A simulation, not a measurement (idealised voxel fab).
voxel capacitor over wiring: a process module
Cross-sectional view cut (width: 275 nm; square cell size: 5 nm).
When this document writes out a cross-section, it uses a grid of square cells and lists it as bands, beginning at the top and moving down, with a band standing for one or more rows of cells. Within each band entry, the heights of the top and of the bottom of the band appear first, in that order and in nm; the materials of the band then follow from left to right, each with its corresponding width in nm. The designation "everywhere" on a single material indicates that it fills the band from edge to edge; the designation "empty" indicates empty space. Basically, 0 is our baseline, since under it the wafer straight out of the box is all one material. The bottom band has no lower end and keeps on going down, so it looks like "0 nm and below". Graded width ("30..40"): value in top row of band = first number; value in bottom row = second number; row-to-row change constant. "changes: none" for a step: no cell of the cross-section changed in that step. Heads up: "Closed void inventory" only lists the empty pockets with no open path to the top that are 8 cells or more, and it writes them as width x height at distance, distance from the left edge, in nm. Past the settings on a step's line: simulator remark, on that step. overlay nm: on a step with a mask, how far right of its planned place the mask lay; negative means left.
Process steps (planned)
1. RECEIVE [material Si]
2. CONFORMAL_DEP [material SiO2] [thk nm 10]
3. DIRECTIONAL_DEP [material TiN] [thk nm 5]
4. DIRECTIONAL_DEP [material W] [thk nm 15]
5. DIRECTIONAL_DEP [material aC] [thk nm 15]
6. PATTERN [tone cover] [mask id METAL_1] [material resist] [width nm 25] [pitch nm 80] [thk nm 35] [overlay nm 0]
7. DIRECTIONAL_ETCH [etch materials aC] [depth nm 15]
8. STRIP [etch materials resist]
9. DIRECTIONAL_ETCH [etch materials W] [depth nm 15]
10. DIRECTIONAL_ETCH [etch materials TiN] [depth nm 5]
11. STRIP [etch materials aC]
12. CONFORMAL_DEP [material SiCN] [thk nm 5]
13. FILL_DEP [material SiO2] [thk nm 10]
14. CMP [height nm 30]
15. CONFORMAL_DEP [material SiCN] [thk nm 5]
16. DIRECTIONAL_DEP [material SiO2] [thk nm 10]
17. MASKED_ETCH [tone open] [mask id PLUG_1] [width nm 15] [etch materials SiO2] [depth nm 10] [overlay nm 0]
18. MASKED_ETCH [tone open] [mask id PLUG_1] [width nm 15] [etch materials SiCN] [depth nm 5] [overlay nm 0]
19. EPI [material Ru] [thk nm 10]
20. EPI [material Ru] [thk nm 5]
21. DIRECTIONAL_DEP [material TiN] [thk nm 10]
22. DIRECTIONAL_DEP [material HfO2] [thk nm 5]
23. DIRECTIONAL_DEP [material TiN] [thk nm 5]
24. DIRECTIONAL_DEP [material aC] [thk nm 15]
25. PATTERN [tone cover] [mask id UPPER_PLATE] [material resist] [width nm 60] [thk nm 30] [overlay nm 0]
26. DIRECTIONAL_ETCH [etch materials aC] [depth nm 15]
27. STRIP [etch materials resist]
28. DIRECTIONAL_ETCH [etch materials TiN] [depth nm 5]
29. DIRECTIONAL_ETCH [etch materials HfO2] [depth nm 5]
30. STRIP [etch materials aC]
31. MASKED_ETCH [tone cover] [mask id LOWER_PLATE] [width nm 70] [etch materials TiN] [depth nm 10] [overlay nm 0]
32. FILL_DEP [material SiO2] [thk nm 20]
33. CMP [height nm 80]
34. DIRECTIONAL_DEP [material aC] [thk nm 10]
35. PATTERN [tone open] [mask id PLUG_2] [material resist] [width nm 15] [thk nm 30] [overlay nm 0]
36. DIRECTIONAL_ETCH [etch materials aC] [depth nm 10]
37. STRIP [etch materials resist]
38. DIRECTIONAL_ETCH [etch materials SiO2] [depth nm 15]
39. STRIP [etch materials aC]
40. CONFORMAL_DEP [material TiN] [thk nm 5]
41. FILL_DEP [material W] [thk nm 5]
42. CMP [height nm 80]
43. CONFORMAL_DEP [material SiCN] [thk nm 5]
First of the two wafers, run per plan
Cross-section of the wafer at receipt, which is the condition after step 1
	0 nm and below | Si everywhere
	Closed void inventory: none
Take a look at the wafer's cross-section after step 2
	10 nm to 0 nm | SiO2 everywhere
	Anything lower than 0 is untouched.
Take a look at the wafer's cross-section after step 3
	15 nm to 10 nm | TiN everywhere
	Anything lower than 10 is untouched.
Take a look at the wafer's cross-section after step 4
	30 nm to 15 nm | W everywhere
	Anything lower than 15 is untouched.
Take a look at the wafer's cross-section after step 5
	45 nm to 30 nm | aC everywhere
	Anything lower than 30 is untouched.
Take a look at the wafer's cross-section after step 6
	80 nm to 45 nm | empty (85), resist (25), empty (55), resist (25), empty (85)
	Anything lower than 45 is untouched.
Take a look at the wafer's cross-section after step 7
	65 nm to 45 nm | empty (85), resist (25), empty (55), resist (25), empty (85)
	45 nm to 30 nm | empty (85), aC (25), empty (55), aC (25), empty (85)
	Anything lower than 30 is untouched.
Take a look at the wafer's cross-section after step 8
	45 nm to 30 nm | empty (85), aC (25), empty (55), aC (25), empty (85)
	Anything lower than 30 is untouched.
Take a look at the wafer's cross-section after step 9
	45 nm to 30 nm | empty (85), aC (25), empty (55), aC (25), empty (85)
	30 nm to 15 nm | empty (85), W (25), empty (55), W (25), empty (85)
	Anything lower than 15 is untouched.
Take a look at the wafer's cross-section after step 10
	45 nm to 30 nm | empty (85), aC (25), empty (55), aC (25), empty (85)
	30 nm to 15 nm | empty (85), W (25), empty (55), W (25), empty (85)
	15 nm to 10 nm | empty (85), TiN (25), empty (55), TiN (25), empty (85)
	Anything lower than 10 is untouched.
Take a look at the wafer's cross-section after step 11
	30 nm to 15 nm | empty (85), W (25), empty (55), W (25), empty (85)
	Anything lower than 15 is untouched.
Take a look at the wafer's cross-section after step 12
	35 nm to 30 nm | empty (80), SiCN (35), empty (45), SiCN (35), empty (80)
	30 nm to 15 nm | empty (80), SiCN (5), W (25), SiCN (5), empty (45), SiCN (5), W (25), SiCN (5), empty (80)
	15 nm to 10 nm | SiCN (85), TiN (25), SiCN (55), TiN (25), SiCN (85)
	Anything lower than 10 is untouched.
Take a look at the wafer's cross-section after step 13
	45 nm to 35 nm | SiO2 everywhere
	35 nm to 30 nm | SiO2 (80), SiCN (35), SiO2 (45), SiCN (35), SiO2 (80)
	30 nm to 15 nm | SiO2 (80), SiCN (5), W (25), SiCN (5), SiO2 (45), SiCN (5), W (25), SiCN (5), SiO2 (80)
	Anything lower than 15 is untouched.
Take a look at the wafer's cross-section after step 14
	30 nm to 15 nm | SiO2 (80), SiCN (5), W (25), SiCN (5), SiO2 (45), SiCN (5), W (25), SiCN (5), SiO2 (80)
	Anything lower than 15 is untouched.
Take a look at the wafer's cross-section after step 15
	35 nm to 30 nm | SiCN everywhere
	Anything lower than 30 is untouched.
Take a look at the wafer's cross-section after step 16
	45 nm to 35 nm | SiO2 everywhere
	Anything lower than 35 is untouched.
Take a look at the wafer's cross-section after step 17
	45 nm to 35 nm | SiO2 (95), empty (15), SiO2 (165)
	Anything lower than 35 is untouched.
Take a look at the wafer's cross-section after step 18
	45 nm to 35 nm | SiO2 (95), empty (15), SiO2 (165)
	35 nm to 30 nm | SiCN (95), empty (15), SiCN (165)
	Anything lower than 30 is untouched.
Take a look at the wafer's cross-section after step 19
	45 nm to 40 nm | SiO2 (95), empty (15), SiO2 (165)
	40 nm to 35 nm | SiO2 (95), Ru (15), SiO2 (165)
	35 nm to 30 nm | SiCN (95), Ru (15), SiCN (165)
	Anything lower than 30 is untouched.
Take a look at the wafer's cross-section after step 20
	45 nm to 35 nm | SiO2 (95), Ru (15), SiO2 (165)
	Anything lower than 35 is untouched.
Take a look at the wafer's cross-section after step 21
	55 nm to 45 nm | TiN everywhere
	Anything lower than 45 is untouched.
Take a look at the wafer's cross-section after step 22
	60 nm to 55 nm | HfO2 everywhere
	Anything lower than 55 is untouched.
Take a look at the wafer's cross-section after step 23
	65 nm to 60 nm | TiN everywhere
	Anything lower than 60 is untouched.
Take a look at the wafer's cross-section after step 24
	80 nm to 65 nm | aC everywhere
	Anything lower than 65 is untouched.
Take a look at the wafer's cross-section after step 25
	110 nm to 80 nm | empty (95), resist (60), empty (120)
	Anything lower than 80 is untouched.
Take a look at the wafer's cross-section after step 26
	95 nm to 80 nm | empty (95), resist (60), empty (120)
	80 nm to 65 nm | empty (95), aC (60), empty (120)
	Anything lower than 65 is untouched.
Take a look at the wafer's cross-section after step 27
	80 nm to 65 nm | empty (95), aC (60), empty (120)
	Anything lower than 65 is untouched.
Take a look at the wafer's cross-section after step 28
	80 nm to 65 nm | empty (95), aC (60), empty (120)
	65 nm to 60 nm | empty (95), TiN (60), empty (120)
	Anything lower than 60 is untouched.
Take a look at the wafer's cross-section after step 29
	80 nm to 65 nm | empty (95), aC (60), empty (120)
	65 nm to 60 nm | empty (95), TiN (60), empty (120)
	60 nm to 55 nm | empty (95), HfO2 (60), empty (120)
	Anything lower than 55 is untouched.
Take a look at the wafer's cross-section after step 30
	65 nm to 60 nm | empty (95), TiN (60), empty (120)
	Anything lower than 60 is untouched.
Take a look at the wafer's cross-section after step 31
	65 nm to 60 nm | empty (95), TiN (60), empty (120)
	60 nm to 55 nm | empty (95), HfO2 (60), empty (120)
	55 nm to 45 nm | empty (90), TiN (70), empty (115)
	Anything lower than 45 is untouched.
Take a look at the wafer's cross-section after step 32
	85 nm to 65 nm | SiO2 everywhere
	65 nm to 60 nm | SiO2 (95), TiN (60), SiO2 (120)
	60 nm to 55 nm | SiO2 (95), HfO2 (60), SiO2 (120)
	55 nm to 45 nm | SiO2 (90), TiN (70), SiO2 (115)
	Anything lower than 45 is untouched.
Take a look at the wafer's cross-section after step 33
	80 nm to 65 nm | SiO2 everywhere
	Anything lower than 65 is untouched.
Take a look at the wafer's cross-section after step 34
	90 nm to 80 nm | aC everywhere
	Anything lower than 80 is untouched.
Take a look at the wafer's cross-section after step 35
	120 nm to 90 nm | resist (105), empty (15), resist (155)
	Anything lower than 90 is untouched.
Take a look at the wafer's cross-section after step 36
	110 nm to 90 nm | resist (105), empty (15), resist (155)
	90 nm to 80 nm | aC (105), empty (15), aC (155)
	Anything lower than 80 is untouched.
Take a look at the wafer's cross-section after step 37
	90 nm to 80 nm | aC (105), empty (15), aC (155)
	Anything lower than 80 is untouched.
Take a look at the wafer's cross-section after step 38
	90 nm to 80 nm | aC (105), empty (15), aC (155)
	80 nm to 65 nm | SiO2 (105), empty (15), SiO2 (155)
	Anything lower than 65 is untouched.
Take a look at the wafer's cross-section after step 39
	80 nm to 65 nm | SiO2 (105), empty (15), SiO2 (155)
	Anything lower than 65 is untouched.
Take a look at the wafer's cross-section after step 40
	85 nm to 80 nm | TiN (110), empty (5), TiN (160)
	80 nm to 70 nm | SiO2 (105), TiN (5), empty (5), TiN (5), SiO2 (155)
	70 nm to 60 nm | SiO2 (105..95), TiN (15..60), SiO2 (155..120)
	Anything lower than 60 is untouched.
Take a look at the wafer's cross-section after step 41
	90 nm to 85 nm | W everywhere
	85 nm to 80 nm | TiN (110), W (5), TiN (160)
	80 nm to 70 nm | SiO2 (105), TiN (5), W (5), TiN (5), SiO2 (155)
	Anything lower than 70 is untouched.
Take a look at the wafer's cross-section after step 42
	80 nm to 70 nm | SiO2 (105), TiN (5), W (5), TiN (5), SiO2 (155)
	Anything lower than 70 is untouched.
Take a look at the wafer's cross-section after step 43
	85 nm to 80 nm | SiCN everywhere
	Anything lower than 80 is untouched.
Wafer two. Identical start, identical plan. One mistake in execution. Identical history through step 21
Cross-sectional representation of the second wafer at the time designated in the plan for the completion of step 22
	60 nm to 55 nm | Ru everywhere
	Anything lower than 55 is untouched.
Cross-sectional representation of the second wafer at the time designated in the plan for the completion of step 23
	65 nm to 60 nm | TiN everywhere
	Anything lower than 60 is untouched.
Cross-sectional representation of the second wafer at the time designated in the plan for the completion of step 24
	80 nm to 65 nm | aC everywhere
	Anything lower than 65 is untouched.
Cross-sectional representation of the second wafer at the time designated in the plan for the completion of step 25
	110 nm to 80 nm | empty (95), resist (60), empty (120)
	Anything lower than 80 is untouched.
Cross-sectional representation of the second wafer at the time designated in the plan for the completion of step 26
	95 nm to 80 nm | empty (95), resist (60), empty (120)
	80 nm to 65 nm | empty (95), aC (60), empty (120)
	Anything lower than 65 is untouched.
Cross-sectional representation of the second wafer at the time designated in the plan for the completion of step 27
	80 nm to 65 nm | empty (95), aC (60), empty (120)
	Anything lower than 65 is untouched.
Cross-sectional representation of the second wafer at the time designated in the plan for the completion of step 28
	80 nm to 65 nm | empty (95), aC (60), empty (120)
	65 nm to 60 nm | empty (95), TiN (60), empty (120)
	Anything lower than 60 is untouched.
Cross-sectional representation of the second wafer at the time designated in the plan for the completion of step 29: changes: none
Cross-sectional representation of the second wafer at the time designated in the plan for the completion of step 30
	65 nm to 60 nm | empty (95), TiN (60), empty (120)
	Anything lower than 60 is untouched.
Cross-sectional representation of the second wafer at the time designated in the plan for the completion of step 31: changes: none
Cross-sectional representation of the second wafer at the time designated in the plan for the completion of step 32
	85 nm to 65 nm | SiO2 everywhere
	65 nm to 60 nm | SiO2 (95), TiN (60), SiO2 (120)
	Anything lower than 60 is untouched.
Cross-sectional representation of the second wafer at the time designated in the plan for the completion of step 33
	80 nm to 65 nm | SiO2 everywhere
	Anything lower than 65 is untouched.
Cross-sectional representation of the second wafer at the time designated in the plan for the completion of step 34
	90 nm to 80 nm | aC everywhere
	Anything lower than 80 is untouched.
Cross-sectional representation of the second wafer at the time designated in the plan for the completion of step 35
	120 nm to 90 nm | resist (105), empty (15), resist (155)
	Anything lower than 90 is untouched.
Cross-sectional representation of the second wafer at the time designated in the plan for the completion of step 36
	110 nm to 90 nm | resist (105), empty (15), resist (155)
	90 nm to 80 nm | aC (105), empty (15), aC (155)
	Anything lower than 80 is untouched.
Cross-sectional representation of the second wafer at the time designated in the plan for the completion of step 37
	90 nm to 80 nm | aC (105), empty (15), aC (155)
	Anything lower than 80 is untouched.
Cross-sectional representation of the second wafer at the time designated in the plan for the completion of step 38
	90 nm to 80 nm | aC (105), empty (15), aC (155)
	80 nm to 65 nm | SiO2 (105), empty (15), SiO2 (155)
	Anything lower than 65 is untouched.
Cross-sectional representation of the second wafer at the time designated in the plan for the completion of step 39
	80 nm to 65 nm | SiO2 (105), empty (15), SiO2 (155)
	Anything lower than 65 is untouched.
Cross-sectional representation of the second wafer at the time designated in the plan for the completion of step 40
	85 nm to 80 nm | TiN (110), empty (5), TiN (160)
	80 nm to 70 nm | SiO2 (105), TiN (5), empty (5), TiN (5), SiO2 (155)
	70 nm to 60 nm | SiO2 (105..95), TiN (15..60), SiO2 (155..120)
	Anything lower than 60 is untouched.
Cross-sectional representation of the second wafer at the time designated in the plan for the completion of step 41
	90 nm to 85 nm | W everywhere
	85 nm to 80 nm | TiN (110), W (5), TiN (160)
	80 nm to 70 nm | SiO2 (105), TiN (5), W (5), TiN (5), SiO2 (155)
	Anything lower than 70 is untouched.
Cross-sectional representation of the second wafer at the time designated in the plan for the completion of step 42
	80 nm to 70 nm | SiO2 (105), TiN (5), W (5), TiN (5), SiO2 (155)
	Anything lower than 70 is untouched.
Cross-sectional representation of the second wafer at the time designated in the plan for the completion of step 43
	85 nm to 80 nm | SiCN everywhere
	Anything lower than 80 is untouched.
Diagnosis: heads up, step 22 didn't go per plan, it actually ran as DIRECTIONAL_DEP [material Ru] [thk nm 5]
Upon completion, the second wafer contains, in terms of cells, a greater or smaller amount of certain materials than the first wafer: -12 HfO2, +55 Ru, -125 SiO2, +82 TiN
